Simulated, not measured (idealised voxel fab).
Module name: voxel wiring stack (process module)
The cross-section shown here is cut; it is 190 nm wide and divided into square cells measuring 5 nm on a side.
Cross-section format: a grid of square cells, given as bands from top to bottom; each band is one or more rows of cells.
Per band: top height and bottom height in nm, followed by the left-to-right materials and their widths in nm; "all across" marks a single material spanning edge to edge, "empty" marks empty space.
Height is counted from the level 0, under which the received wafer is composed throughout of one material. The lowest of the bands is not closed at the bottom but continues downward, in the notation "0..down".
A width given as "30..40" starts at the first number in the band's top row and ends at the second number in its bottom row, shifting by an equal amount at every step from row to row.
Where the words "no change" appear for a step, the cross-section shows no cell changed by that step; every cell remained as before.
Closed empty spaces (no open way to the top) of 8 cells or more are what "Closed void list" lists, each as width x height at distance from the left edge, nm for all three.
Where a step's line continues beyond its settings, the continuation is a remark by the simulator itself on that step.
The line of a step may include "overlay nm". On a step with a mask, this value is how far to the right of its planned place the mask lay. A negative value means the mask lay to the left.
Pairs ahead. Before: cross-section ahead of one process step. After: cross-section once the step is done, shown to the lowest changed band only. Under each pair: that step, with settings. Caution: pairs may come from different runs of this module on the same starting wafer; a pair follows the pair above only where its "Prior to processing" entry says so.

Prior to processing
> 0..down: Si all across
> Closed void list: none

Sectional View, Post-Process
> 10..0: SiO2 all across
> Below 0 it's all the same as before, nothing changed down there.
> Closed void list: none
Going from one cross-section above to the next, the wafer undergoes CONFORMAL_DEP [material SiO2] [thk nm 10]

Prior to processing: It is represented by the cross-section appearing after the step of the pair directly above.

Sectional View, Post-Process
> 15..10: TiN all across
> Below 10 it's all the same as before, nothing changed down there.
> Closed void list: none
Going from one cross-section above to the next, the wafer undergoes DIRECTIONAL_DEP [material TiN] [thk nm 5]

Prior to processing: It is represented by the cross-section appearing after the step of the pair directly above.

Sectional View, Post-Process
> 35..15: Ru all across
> Below 15 it's all the same as before, nothing changed down there.
> Closed void list: none
Going from one cross-section above to the next, the wafer undergoes DIRECTIONAL_DEP [material Ru] [thk nm 20]

Prior to processing: It is represented by the cross-section appearing after the step of the pair directly above.

Sectional View, Post-Process
> 35..15: empty 60 nm | Ru 25 nm | empty 15 nm | Ru 25 nm | empty 65 nm
> Below 15 it's all the same as before, nothing changed down there.
> Closed void list: none
Going from one cross-section above to the next, the wafer undergoes MASKED_ETCH [tone cover] [mask id METAL_1] [width nm 25] [pitch nm 40] [etch materials Ru] [depth nm 20] [overlay nm 0]

Prior to processing: It is represented by the cross-section appearing after the step of the pair directly above.

Sectional View, Post-Process
> 35..15: empty 60 nm | Ru 25 nm | empty 15 nm | Ru 25 nm | empty 65 nm
> 15..10: empty 60 nm | TiN 25 nm | empty 15 nm | TiN 25 nm | empty 65 nm
> Below 10 it's all the same as before, nothing changed down there.
> Closed void list: none
Going from one cross-section above to the next, the wafer undergoes MASKED_ETCH [tone cover] [mask id METAL_1] [width nm 25] [pitch nm 40] [etch materials TiN] [depth nm 5] [overlay nm 0]

Prior to processing: It is represented by the cross-section appearing after the step of the pair directly above.

Sectional View, Post-Process
> 45..35: SiO2 all across
> 35..15: SiO2 60 nm | Ru 25 nm | SiO2 15 nm | Ru 25 nm | SiO2 65 nm
> 15..10: SiO2 60 nm | TiN 25 nm | SiO2 15 nm | TiN 25 nm | SiO2 65 nm
> Below 10 it's all the same as before, nothing changed down there.
> Closed void list: none
Going from one cross-section above to the next, the wafer undergoes FILL_DEP [material SiO2] [thk nm 10]

Prior to processing: It is represented by the cross-section appearing after the step of the pair directly above.

Sectional View, Post-Process
> 35..15: SiO2 60 nm | Ru 25 nm | SiO2 15 nm | Ru 25 nm | SiO2 65 nm
> Below 15 it's all the same as before, nothing changed down there.
> Closed void list: none
Going from one cross-section above to the next, the wafer undergoes CMP [height nm 35]

Prior to processing: It is represented by the cross-section appearing after the step of the pair directly above.

Sectional View, Post-Process
> 40..35: SiCN all across
> Below 35 it's all the same as before, nothing changed down there.
> Closed void list: none
Going from one cross-section above to the next, the wafer undergoes CONFORMAL_DEP [material SiCN] [thk nm 5]

Prior to processing: It is represented by the cross-section appearing after the step of the pair directly above.

Sectional View, Post-Process
> 70..40: lowk all across
> Below 40 it's all the same as before, nothing changed down there.
> Closed void list: none
Going from one cross-section above to the next, the wafer undergoes DIRECTIONAL_DEP [material lowk] [thk nm 30]

Prior to processing: It is represented by the cross-section appearing after the step of the pair directly above.

Sectional View, Post-Process
> 90..70: resist 60 nm | empty 15 nm | resist 115 nm
> Below 70 it's all the same as before, nothing changed down there.
> Closed void list: none
Going from one cross-section above to the next, the wafer undergoes PATTERN [tone open] [mask id METAL_2_HOLES] [material resist] [width nm 15] [thk nm 20] [overlay nm 0]

Prior to processing: It is represented by the cross-section appearing after the step of the pair directly above.

Sectional View, Post-Process
> 90..70: resist 60 nm | empty 15 nm | resist 115 nm
> 70..40: lowk 60 nm | empty 15 nm | lowk 115 nm
> Below 40 it's all the same as before, nothing changed down there.
> Closed void list: none
Going from one cross-section above to the next, the wafer undergoes DIRECTIONAL_ETCH [etch materials lowk] [depth nm 30]

Prior to processing: It is represented by the cross-section appearing after the step of the pair directly above.

Sectional View, Post-Process
> 70..40: lowk 60 nm | empty 15 nm | lowk 115 nm
> Below 40 it's all the same as before, nothing changed down there.
> Closed void list: none
Going from one cross-section above to the next, the wafer undergoes STRIP [etch materials resist]

Prior to processing: It is represented by the cross-section appearing after the step of the pair directly above.

Sectional View, Post-Process
> 80..70: aC 60 nm | empty 15 nm | aC 115 nm
> 70..50: lowk 60 nm | empty 15 nm | lowk 115 nm
> 50..40: lowk 60 nm | aC 15 nm | lowk 115 nm
> Below 40 it's all the same as before, nothing changed down there.
> Closed void list: none
Going from one cross-section above to the next, the wafer undergoes DIRECTIONAL_DEP [material aC] [thk nm 10]

Prior to processing: It is represented by the cross-section appearing after the step of the pair directly above.

Sectional View, Post-Process
> 110..80: resist 60 nm | empty 25 nm | resist 15 nm | empty 25 nm | resist 65 nm
> Below 80 it's all the same as before, nothing changed down there.
> Closed void list: none
Going from one cross-section above to the next, the wafer undergoes PATTERN [tone open] [mask id METAL_2] [material resist] [width nm 25] [pitch nm 40] [thk nm 30] [overlay nm 0]

Prior to processing: It is represented by the cross-section appearing after the step of the pair directly above.

Sectional View, Post-Process
> 100..80: resist 60 nm | empty 25 nm | resist 15 nm | empty 25 nm | resist 65 nm
> 80..70: aC 60 nm | empty 25 nm | aC 15 nm | empty 25 nm | aC 65 nm
> 70..40: lowk 60 nm | empty 15 nm | lowk 115 nm
> Below 40 it's all the same as before, nothing changed down there.
> Closed void list: none
Going from one cross-section above to the next, the wafer undergoes DIRECTIONAL_ETCH [etch materials aC] [depth nm 10]

Prior to processing: It is represented by the cross-section appearing after the step of the pair directly above.

Sectional View, Post-Process
> 80..70: aC 60 nm | empty 25 nm | aC 15 nm | empty 25 nm | aC 65 nm
> Below 70 it's all the same as before, nothing changed down there.
> Closed void list: none
Going from one cross-section above to the next, the wafer undergoes STRIP [etch materials resist]

Prior to processing: It is represented by the cross-section appearing after the step of the pair directly above.

Sectional View, Post-Process
> 80..70: aC 60 nm | empty 25 nm | aC 15 nm | empty 25 nm | aC 65 nm
> 70..50: lowk 60 nm | empty 25 nm | lowk 15 nm | empty 25 nm | lowk 65 nm
> Below 50 it's all the same as before, nothing changed down there.
> Closed void list: none
Going from one cross-section above to the next, the wafer undergoes DIRECTIONAL_ETCH [etch materials lowk] [depth nm 20]

Prior to processing: It is represented by the cross-section appearing after the step of the pair directly above.

Sectional View, Post-Process
> 80..70: aC 60 nm | empty 25 nm | aC 15 nm | empty 25 nm | aC 65 nm
> 70..50: lowk 60 nm | empty 25 nm | lowk 15 nm | empty 25 nm | lowk 65 nm
> 50..40: lowk 60 nm | empty 15 nm | lowk 115 nm
> 40..35: SiCN 60 nm | empty 15 nm | SiCN 115 nm
> Below 35 it's all the same as before, nothing changed down there.
> Closed void list: none
Going from one cross-section above to the next, the wafer undergoes DIRECTIONAL_ETCH [etch materials SiCN] [depth nm 5]

Prior to processing: It is represented by the cross-section appearing after the step of the pair directly above.

Sectional View, Post-Process
> 70..50: lowk 60 nm | empty 25 nm | lowk 15 nm | empty 25 nm | lowk 65 nm
> Below 50 it's all the same as before, nothing changed down there.
> Closed void list: none
Going from one cross-section above to the next, the wafer undergoes STRIP [etch materials aC]

Prior to processing: It is represented by the cross-section appearing after the step of the pair directly above.

Sectional View, Post-Process
> 75..70: TiN 65 nm | empty 15 nm | TiN 25 nm | empty 15 nm | TiN 70 nm
> 70..55: lowk 60 nm | TiN 5 nm | empty 15 nm | TiN 5 nm | lowk 15 nm | TiN 5 nm | empty 15 nm | TiN 5 nm | lowk 65 nm
> 55..50: lowk 60 nm | TiN 5 nm | empty 5 nm | TiN 15 nm | lowk 15 nm | TiN 25 nm | lowk 65 nm
> 50..40: lowk 60 nm | TiN 5 nm | empty 5 nm | TiN 5 nm | lowk 115 nm
> 40..35: SiCN 60 nm | TiN 15 nm | SiCN 115 nm
> Below 35 it's all the same as before, nothing changed down there.
> Closed void list: none
Going from one cross-section above to the next, the wafer undergoes CONFORMAL_DEP [material TiN] [thk nm 5]

Prior to processing: It is represented by the cross-section appearing after the step of the pair directly above.

Sectional View, Post-Process
> 85..75: Cu all across
> 75..70: TiN 65 nm | Cu 15 nm | TiN 25 nm | Cu 15 nm | TiN 70 nm
> 70..55: lowk 60 nm | TiN 5 nm | Cu 15 nm | TiN 5 nm | lowk 15 nm | TiN 5 nm | Cu 15 nm | TiN 5 nm | lowk 65 nm
> 55..50: lowk 60 nm | TiN 5 nm | Cu 5 nm | TiN 15 nm | lowk 15 nm | TiN 25 nm | lowk 65 nm
> 50..40: lowk 60 nm | TiN 5 nm | Cu 5 nm | TiN 5 nm | lowk 115 nm
> Below 40 it's all the same as before, nothing changed down there.
> Closed void list: none
Going from one cross-section above to the next, the wafer undergoes FILL_DEP [material Cu] [thk nm 10]

Prior to processing: It is represented by the cross-section appearing after the step of the pair directly above.

Sectional View, Post-Process
> 70..55: lowk 60 nm | TiN 5 nm | Cu 15 nm | TiN 5 nm | lowk 15 nm | TiN 5 nm | Cu 15 nm | TiN 5 nm | lowk 65 nm
> Below 55 it's all the same as before, nothing changed down there.
> Closed void list: none
Going from one cross-section above to the next, the wafer undergoes CMP [height nm 70]

Prior to processing: It is represented by the cross-section appearing after the step of the pair directly above.

Sectional View, Post-Process
> 75..70: SiCN all across
> Below 70 it's all the same as before, nothing changed down there.
> Closed void list: none
Going from one cross-section above to the next, the wafer undergoes CONFORMAL_DEP [material SiCN] [thk nm 5]

Prior to processing: It is represented by the cross-section appearing after the step of the pair directly above.

Sectional View, Post-Process
> 110..75: SiO2 all across
> Below 75 it's all the same as before, nothing changed down there.
> Closed void list: none
Going from one cross-section above to the next, the wafer undergoes DIRECTIONAL_DEP [material SiO2] [thk nm 35]

Prior to processing: It is represented by the cross-section appearing after the step of the pair directly above.

Sectional View, Post-Process
> 110..90: SiO2 60 nm | empty 25 nm | SiO2 15 nm | empty 25 nm | SiO2 65 nm
> Below 90 it's all the same as before, nothing changed down there.
> Closed void list: none
Going from one cross-section above to the next, the wafer undergoes MASKED_ETCH [tone open] [mask id METAL_3] [width nm 25] [pitch nm 40] [etch materials SiO2] [depth nm 20] [overlay nm 0]

Prior to processing: It is represented by the cross-section appearing after the step of the pair directly above.

Sectional View, Post-Process
> 120..110: aC 60 nm | empty 25 nm | aC 15 nm | empty 25 nm | aC 65 nm
> 110..100: SiO2 60 nm | empty 25 nm | SiO2 15 nm | empty 25 nm | SiO2 65 nm
> 100..90: SiO2 60 nm | aC 25 nm | SiO2 15 nm | aC 25 nm | SiO2 65 nm
> Below 90 it's all the same as before, nothing changed down there.
> Closed void list: none
Going from one cross-section above to the next, the wafer undergoes DIRECTIONAL_DEP [material aC] [thk nm 10]

Prior to processing: It is represented by the cross-section appearing after the step of the pair directly above.

Sectional View, Post-Process
> 145..120: resist 60 nm | empty 15 nm | resist 25 nm | empty 15 nm | resist 75 nm
> 120..110: aC 60 nm | empty 15 nm | resist 10 nm | aC 15 nm | empty 15 nm | resist 10 nm | aC 65 nm
> 110..100: SiO2 60 nm | empty 15 nm | resist 10 nm | SiO2 15 nm | empty 15 nm | resist 10 nm | SiO2 65 nm
> Below 100 it's all the same as before, nothing changed down there.
> Closed void list: none
Going from one cross-section above to the next, the wafer undergoes PATTERN [tone open] [mask id METAL_3_HOLES] [material resist] [width nm 15] [pitch nm 40] [thk nm 25] [overlay nm 0]

Prior to processing: It is represented by the cross-section appearing after the step of the pair directly above.

Sectional View, Post-Process
> 135..120: resist 60 nm | empty 15 nm | resist 25 nm | empty 15 nm | resist 75 nm
> 120..110: aC 60 nm | empty 15 nm | resist 10 nm | aC 15 nm | empty 15 nm | resist 10 nm | aC 65 nm
> 110..100: SiO2 60 nm | empty 15 nm | resist 10 nm | SiO2 15 nm | empty 15 nm | resist 10 nm | SiO2 65 nm
> 100..90: SiO2 60 nm | empty 15 nm | aC 10 nm | SiO2 15 nm | empty 15 nm | aC 10 nm | SiO2 65 nm
> Below 90 it's all the same as before, nothing changed down there.
> Closed void list: none
Going from one cross-section above to the next, the wafer undergoes DIRECTIONAL_ETCH [etch materials aC] [depth nm 10]

Prior to processing: It is represented by the cross-section appearing after the step of the pair directly above.

Sectional View, Post-Process
> 120..110: aC 60 nm | empty 25 nm | aC 15 nm | empty 25 nm | aC 65 nm
> 110..100: SiO2 60 nm | empty 25 nm | SiO2 15 nm | empty 25 nm | SiO2 65 nm
> Below 100 it's all the same as before, nothing changed down there.
> Closed void list: none
Going from one cross-section above to the next, the wafer undergoes STRIP [etch materials resist]

Prior to processing: It is represented by the cross-section appearing after the step of the pair directly above.

Sectional View, Post-Process
> 120..110: aC 60 nm | empty 25 nm | aC 15 nm | empty 25 nm | aC 65 nm
> 110..100: SiO2 60 nm | empty 25 nm | SiO2 15 nm | empty 25 nm | SiO2 65 nm
> 100..90: SiO2 60 nm | empty 15 nm | aC 10 nm | SiO2 15 nm | empty 15 nm | aC 10 nm | SiO2 65 nm
> 90..75: SiO2 60 nm | empty 15 nm | SiO2 25 nm | empty 15 nm | SiO2 75 nm
> Below 75 it's all the same as before, nothing changed down there.
> Closed void list: none
Going from one cross-section above to the next, the wafer undergoes DIRECTIONAL_ETCH [etch materials SiO2] [depth nm 15]

Prior to processing: It is represented by the cross-section appearing after the step of the pair directly above.

Sectional View, Post-Process
> 120..110: aC 60 nm | empty 25 nm | aC 15 nm | empty 25 nm | aC 65 nm
> 110..100: SiO2 60 nm | empty 25 nm | SiO2 15 nm | empty 25 nm | SiO2 65 nm
> 100..90: SiO2 60 nm | empty 15 nm | aC 10 nm | SiO2 15 nm | empty 15 nm | aC 10 nm | SiO2 65 nm
> 90..75: SiO2 60 nm | empty 15 nm | SiO2 25 nm | empty 15 nm | SiO2 75 nm
> 75..70: SiCN 60 nm | empty 15 nm | SiCN 25 nm | empty 15 nm | SiCN 75 nm
> Below 70 it's all the same as before, nothing changed down there.
> Closed void list: none
Going from one cross-section above to the next, the wafer undergoes DIRECTIONAL_ETCH [etch materials SiCN] [depth nm 5]

Prior to processing: It is represented by the cross-section appearing after the step of the pair directly above.

Sectional View, Post-Process
> 110..90: SiO2 60 nm | empty 25 nm | SiO2 15 nm | empty 25 nm | SiO2 65 nm
> Below 90 it's all the same as before, nothing changed down there.
> Closed void list: none
Going from one cross-section above to the next, the wafer undergoes STRIP [etch materials aC]

Prior to processing: It is represented by the cross-section appearing after the step of the pair directly above.

Sectional View, Post-Process
> 115..110: TiN 65 nm | empty 15 nm | TiN 25 nm | empty 15 nm | TiN 70 nm
> 110..95: SiO2 60 nm | TiN 5 nm | empty 15 nm | TiN 5 nm | SiO2 15 nm | TiN 5 nm | empty 15 nm | TiN 5 nm | SiO2 65 nm
> 95..90: SiO2 60 nm | TiN 5 nm | empty 5 nm | TiN 15 nm | SiO2 15 nm | TiN 5 nm | empty 5 nm | TiN 15 nm | SiO2 65 nm
> 90..75: SiO2 60 nm | TiN 5 nm | empty 5 nm | TiN 5 nm | SiO2 25 nm | TiN 5 nm | empty 5 nm | TiN 5 nm | SiO2 75 nm
> 75..70: SiCN 60 nm | TiN 15 nm | SiCN 25 nm | TiN 15 nm | SiCN 75 nm
> Below 70 it's all the same as before, nothing changed down there.
> Closed void list: none
Going from one cross-section above to the next, the wafer undergoes CONFORMAL_DEP [material TiN] [thk nm 5]

Prior to processing: It is represented by the cross-section appearing after the step of the pair directly above.

Sectional View, Post-Process
> 125..115: Ru all across
> 115..110: TiN 65 nm | Ru 15 nm | TiN 25 nm | Ru 15 nm | TiN 70 nm
> 110..95: SiO2 60 nm | TiN 5 nm | Ru 15 nm | TiN 5 nm | SiO2 15 nm | TiN 5 nm | Ru 15 nm | TiN 5 nm | SiO2 65 nm
> 95..90: SiO2 60 nm | TiN 5 nm | Ru 5 nm | TiN 15 nm | SiO2 15 nm | TiN 5 nm | Ru 5 nm | TiN 15 nm | SiO2 65 nm
> 90..75: SiO2 60 nm | TiN 5 nm | Ru 5 nm | TiN 5 nm | SiO2 25 nm | TiN 5 nm | Ru 5 nm | TiN 5 nm | SiO2 75 nm
> Below 75 it's all the same as before, nothing changed down there.
> Closed void list: none
Going from one cross-section above to the next, the wafer undergoes FILL_DEP [material Ru] [thk nm 10]

Prior to processing: It is represented by the cross-section appearing after the step of the pair directly above.

Sectional View, Post-Process
> 110..95: SiO2 60 nm | TiN 5 nm | Ru 15 nm | TiN 5 nm | SiO2 15 nm | TiN 5 nm | Ru 15 nm | TiN 5 nm | SiO2 65 nm
> Below 95 it's all the same as before, nothing changed down there.
> Closed void list: none
Going from one cross-section above to the next, the wafer undergoes CMP [height nm 110]

Prior to processing: It is represented by the cross-section appearing after the step of the pair directly above.

Sectional View, Post-Process
> 115..110: SiCN all across
> Below 110 it's all the same as before, nothing changed down there.
> Closed void list: none
Going from one cross-section above to the next, the wafer undergoes CONFORMAL_DEP [material SiCN] [thk nm 5]

Prior to processing: It is represented by the cross-section appearing after the step of the pair directly above.

Sectional View, Post-Process
> 140..115: SiO2 all across
> Below 115 it's all the same as before, nothing changed down there.
> Closed void list: none
Going from one cross-section above to the next, the wafer undergoes DIRECTIONAL_DEP [material SiO2] [thk nm 25]

Prior to processing: It is represented by the cross-section appearing after the step of the pair directly above.

Sectional View, Post-Process
> 155..140: resist 60 nm | empty 25 nm | resist 15 nm | empty 25 nm | resist 65 nm
> Below 140 it's all the same as before, nothing changed down there.
> Closed void list: none
Going from one cross-section above to the next, the wafer undergoes PATTERN [tone open] [mask id METAL_4] [material resist] [width nm 25] [pitch nm 40] [thk nm 15] [overlay nm 0]

Prior to processing: It is represented by the cross-section appearing after the step of the pair directly above.

Sectional View, Post-Process
> 155..140: resist 60 nm | empty 25 nm | resist 15 nm | empty 25 nm | resist 65 nm
> 140..125: SiO2 60 nm | empty 25 nm | SiO2 15 nm | empty 25 nm | SiO2 65 nm
> Below 125 it's all the same as before, nothing changed down there.
> Closed void list: none
Going from one cross-section above to the next, the wafer undergoes DIRECTIONAL_ETCH [etch materials SiO2] [depth nm 15]

Prior to processing: It is represented by the cross-section appearing after the step of the pair directly above.

Sectional View, Post-Process
> 140..125: SiO2 60 nm | empty 25 nm | SiO2 15 nm | empty 25 nm | SiO2 65 nm
> Below 125 it's all the same as before, nothing changed down there.
> Closed void list: none
Going from one cross-section above to the next, the wafer undergoes STRIP [etch materials resist]

Prior to processing: It is represented by the cross-section appearing after the step of the pair directly above.

Sectional View, Post-Process
> 140..125: SiO2 60 nm | empty 25 nm | SiO2 15 nm | empty 25 nm | SiO2 65 nm
> 125..115: SiO2 60 nm | empty 15 nm | SiO2 115 nm
> Below 115 it's all the same as before, nothing changed down there.
> Closed void list: none
Going from one cross-section above to the next, the wafer undergoes MASKED_ETCH [tone open] [mask id METAL_4_HOLES] [width nm 15] [etch materials SiO2] [depth nm 10] [overlay nm 0]

Prior to processing: It is represented by the cross-section appearing after the step of the pair directly above.

Sectional View, Post-Process
> 140..125: SiO2 60 nm | empty 25 nm | SiO2 15 nm | empty 25 nm | SiO2 65 nm
> 125..115: SiO2 60 nm | empty 15 nm | SiO2 115 nm
> 115..110: SiCN 60 nm | empty 15 nm | SiCN 115 nm
> Below 110 it's all the same as before, nothing changed down there.
> Closed void list: none
Going from one cross-section above to the next, the wafer undergoes MASKED_ETCH [tone open] [mask id METAL_4_HOLES] [width nm 15] [etch materials SiCN] [depth nm 5] [overlay nm 0]

Prior to processing: It is represented by the cross-section appearing after the step of the pair directly above.

Sectional View, Post-Process
> 145..140: TiN 65 nm | empty 15 nm | TiN 25 nm | empty 15 nm | TiN 70 nm
> 140..130: SiO2 60 nm | TiN 5 nm | empty 15 nm | TiN 5 nm | SiO2 15 nm | TiN 5 nm | empty 15 nm | TiN 5 nm | SiO2 65 nm
> 130..125: SiO2 60 nm | TiN 5 nm | empty 5 nm | TiN 15 nm | SiO2 15 nm | TiN 25 nm | SiO2 65 nm
> 125..115: SiO2 60 nm | TiN 5 nm | empty 5 nm | TiN 5 nm | SiO2 115 nm
> 115..110: SiCN 60 nm | TiN 15 nm | SiCN 115 nm
> Below 110 it's all the same as before, nothing changed down there.
> Closed void list: none
Going from one cross-section above to the next, the wafer undergoes CONFORMAL_DEP [material TiN] [thk nm 5]

Prior to processing: It is represented by the cross-section appearing after the step of the pair directly above.

Sectional View, Post-Process
> 150..145: Cu all across
> 145..140: TiN 65 nm | Cu 15 nm | TiN 25 nm | Cu 15 nm | TiN 70 nm
> 140..130: SiO2 60 nm | TiN 5 nm | Cu 15 nm | TiN 5 nm | SiO2 15 nm | TiN 5 nm | Cu 15 nm | TiN 5 nm | SiO2 65 nm
> 130..125: SiO2 60 nm | TiN 5 nm | Cu 5 nm | TiN 15 nm | SiO2 15 nm | TiN 25 nm | SiO2 65 nm
> 125..115: SiO2 60 nm | TiN 5 nm | Cu 5 nm | TiN 5 nm | SiO2 115 nm
> Below 115 it's all the same as before, nothing changed down there.
> Closed void list: none
Going from one cross-section above to the next, the wafer undergoes FILL_DEP [material Cu] [thk nm 5]

Prior to processing: It is represented by the cross-section appearing after the step of the pair directly above.

Sectional View, Post-Process
> 140..130: SiO2 60 nm | TiN 5 nm | Cu 15 nm | TiN 5 nm | SiO2 15 nm | TiN 5 nm | Cu 15 nm | TiN 5 nm | SiO2 65 nm
> Below 130 it's all the same as before, nothing changed down there.
> Closed void list: none
Going from one cross-section above to the next, the wafer undergoes CMP [height nm 140]

Prior to processing: It is represented by the cross-section appearing after the step of the pair directly above.

Sectional View, Post-Process
> 145..140: SiCN all across
> Below 140 it's all the same as before, nothing changed down there.
> Closed void list: none
Going from one cross-section above to the next, the wafer undergoes CONFORMAL_DEP [material SiCN] [thk nm 5]

Prior to processing
> 0..down: Si all across
> Closed void list: none

Sectional View, Post-Process
> 5..0: TiN all across
> Below 0 it's all the same as before, nothing changed down there.
> Closed void list: none
Going from one cross-section above to the next, the wafer undergoes DIRECTIONAL_DEP [material TiN] [thk nm 5]

Prior to processing: It is represented by the cross-section appearing after the step of the pair directly above.

Sectional View, Post-Process
> 25..5: Ru all across
> Below 5 it's all the same as before, nothing changed down there.
> Closed void list: none
Going from one cross-section above to the next, the wafer undergoes DIRECTIONAL_DEP [material Ru] [thk nm 20]

Prior to processing: It is represented by the cross-section appearing after the step of the pair directly above.

Sectional View, Post-Process
> 25..5: empty 60 nm | Ru 25 nm | empty 15 nm | Ru 25 nm | empty 65 nm
> Below 5 it's all the same as before, nothing changed down there.
> Closed void list: none
Going from one cross-section above to the next, the wafer undergoes MASKED_ETCH [tone cover] [mask id METAL_1] [width nm 25] [pitch nm 40] [etch materials Ru] [depth nm 20] [overlay nm 0]

Prior to processing: It is represented by the cross-section appearing after the step of the pair directly above.

Sectional View, Post-Process
> 25..5: empty 60 nm | Ru 25 nm | empty 15 nm | Ru 25 nm | empty 65 nm
> 5..0: empty 60 nm | TiN 25 nm | empty 15 nm | TiN 25 nm | empty 65 nm
> Below 0 it's all the same as before, nothing changed down there.
> Closed void list: none
Going from one cross-section above to the next, the wafer undergoes MASKED_ETCH [tone cover] [mask id METAL_1] [width nm 25] [pitch nm 40] [etch materials TiN] [depth nm 5] [overlay nm 0]

Prior to processing: It is represented by the cross-section appearing after the step of the pair directly above.

Sectional View, Post-Process
> 35..25: SiO2 all across
> 25..5: SiO2 60 nm | Ru 25 nm | SiO2 15 nm | Ru 25 nm | SiO2 65 nm
> 5..0: SiO2 60 nm | TiN 25 nm | SiO2 15 nm | TiN 25 nm | SiO2 65 nm
> Below 0 it's all the same as before, nothing changed down there.
> Closed void list: none
Going from one cross-section above to the next, the wafer undergoes FILL_DEP [material SiO2] [thk nm 10]

Prior to processing: It is represented by the cross-section appearing after the step of the pair directly above.

Sectional View, Post-Process
> 40..35: SiCN all across
> Below 35 it's all the same as before, nothing changed down there.
> Closed void list: none
Going from one cross-section above to the next, the wafer undergoes CONFORMAL_DEP [material SiCN] [thk nm 5]

Prior to processing: It is represented by the cross-section appearing after the step of the pair directly above.

Sectional View, Post-Process
> 70..40: lowk all across
> Below 40 it's all the same as before, nothing changed down there.
> Closed void list: none
Going from one cross-section above to the next, the wafer undergoes DIRECTIONAL_DEP [material lowk] [thk nm 30]

Prior to processing: It is represented by the cross-section appearing after the step of the pair directly above.

Sectional View, Post-Process
> 90..70: resist 60 nm | empty 15 nm | resist 115 nm
> Below 70 it's all the same as before, nothing changed down there.
> Closed void list: none
Going from one cross-section above to the next, the wafer undergoes PATTERN [tone open] [mask id METAL_2_HOLES] [material resist] [width nm 15] [thk nm 20] [overlay nm 0]

Prior to processing: It is represented by the cross-section appearing after the step of the pair directly above.

Sectional View, Post-Process
> 90..70: resist 60 nm | empty 15 nm | resist 115 nm
> 70..40: lowk 60 nm | empty 15 nm | lowk 115 nm
> Below 40 it's all the same as before, nothing changed down there.
> Closed void list: none
Going from one cross-section above to the next, the wafer undergoes DIRECTIONAL_ETCH [etch materials lowk] [depth nm 30]

Prior to processing: It is represented by the cross-section appearing after the step of the pair directly above.

Sectional View, Post-Process
> 70..40: lowk 60 nm | empty 15 nm | lowk 115 nm
> Below 40 it's all the same as before, nothing changed down there.
> Closed void list: none
Going from one cross-section above to the next, the wafer undergoes STRIP [etch materials resist]

Prior to processing: It is represented by the cross-section appearing after the step of the pair directly above.

Sectional View, Post-Process
> 80..70: aC 60 nm | empty 15 nm | aC 115 nm
> 70..50: lowk 60 nm | empty 15 nm | lowk 115 nm
> 50..40: lowk 60 nm | aC 15 nm | lowk 115 nm
> Below 40 it's all the same as before, nothing changed down there.
> Closed void list: none
Going from one cross-section above to the next, the wafer undergoes DIRECTIONAL_DEP [material aC] [thk nm 10]

Prior to processing: It is represented by the cross-section appearing after the step of the pair directly above.

Sectional View, Post-Process
> 110..80: resist 60 nm | empty 25 nm | resist 15 nm | empty 25 nm | resist 65 nm
> Below 80 it's all the same as before, nothing changed down there.
> Closed void list: none
Going from one cross-section above to the next, the wafer undergoes PATTERN [tone open] [mask id METAL_2] [material resist] [width nm 25] [pitch nm 40] [thk nm 30] [overlay nm 0]

Prior to processing: It is represented by the cross-section appearing after the step of the pair directly above.

Sectional View, Post-Process
> 100..80: resist 60 nm | empty 25 nm | resist 15 nm | empty 25 nm | resist 65 nm
> 80..70: aC 60 nm | empty 25 nm | aC 15 nm | empty 25 nm | aC 65 nm
> 70..40: lowk 60 nm | empty 15 nm | lowk 115 nm
> Below 40 it's all the same as before, nothing changed down there.
> Closed void list: none
Going from one cross-section above to the next, the wafer undergoes DIRECTIONAL_ETCH [etch materials aC] [depth nm 10]

Prior to processing: It is represented by the cross-section appearing after the step of the pair directly above.

Sectional View, Post-Process
> 80..70: aC 60 nm | empty 25 nm | aC 15 nm | empty 25 nm | aC 65 nm
> Below 70 it's all the same as before, nothing changed down there.
> Closed void list: none
Going from one cross-section above to the next, the wafer undergoes STRIP [etch materials resist]

Prior to processing: It is represented by the cross-section appearing after the step of the pair directly above.

Sectional View, Post-Process
> 80..70: aC 60 nm | empty 25 nm | aC 15 nm | empty 25 nm | aC 65 nm
> 70..50: lowk 60 nm | empty 25 nm | lowk 15 nm | empty 25 nm | lowk 65 nm
> Below 50 it's all the same as before, nothing changed down there.
> Closed void list: none
Going from one cross-section above to the next, the wafer undergoes DIRECTIONAL_ETCH [etch materials lowk] [depth nm 20]

Prior to processing: It is represented by the cross-section appearing after the step of the pair directly above.

Sectional View, Post-Process
> 80..70: aC 60 nm | empty 25 nm | aC 15 nm | empty 25 nm | aC 65 nm
> 70..50: lowk 60 nm | empty 25 nm | lowk 15 nm | empty 25 nm | lowk 65 nm
> 50..40: lowk 60 nm | empty 15 nm | lowk 115 nm
> 40..35: SiCN 60 nm | empty 15 nm | SiCN 115 nm
> Below 35 it's all the same as before, nothing changed down there.
> Closed void list: none
Going from one cross-section above to the next, the wafer undergoes DIRECTIONAL_ETCH [etch materials SiCN] [depth nm 5]

Prior to processing: It is represented by the cross-section appearing after the step of the pair directly above.

Sectional View, Post-Process
> 70..50: lowk 60 nm | empty 25 nm | lowk 15 nm | empty 25 nm | lowk 65 nm
> Below 50 it's all the same as before, nothing changed down there.
> Closed void list: none
Going from one cross-section above to the next, the wafer undergoes STRIP [etch materials aC]

Prior to processing: It is represented by the cross-section appearing after the step of the pair directly above.

Sectional View, Post-Process
> 75..70: TiN 65 nm | empty 15 nm | TiN 25 nm | empty 15 nm | TiN 70 nm
> 70..55: lowk 60 nm | TiN 5 nm | empty 15 nm | TiN 5 nm | lowk 15 nm | TiN 5 nm | empty 15 nm | TiN 5 nm | lowk 65 nm
> 55..50: lowk 60 nm | TiN 5 nm | empty 5 nm | TiN 15 nm | lowk 15 nm | TiN 25 nm | lowk 65 nm
> 50..40: lowk 60 nm | TiN 5 nm | empty 5 nm | TiN 5 nm | lowk 115 nm
> 40..35: SiCN 60 nm | TiN 15 nm | SiCN 115 nm
> Below 35 it's all the same as before, nothing changed down there.
> Closed void list: none
Going from one cross-section above to the next, the wafer undergoes CONFORMAL_DEP [material TiN] [thk nm 5]
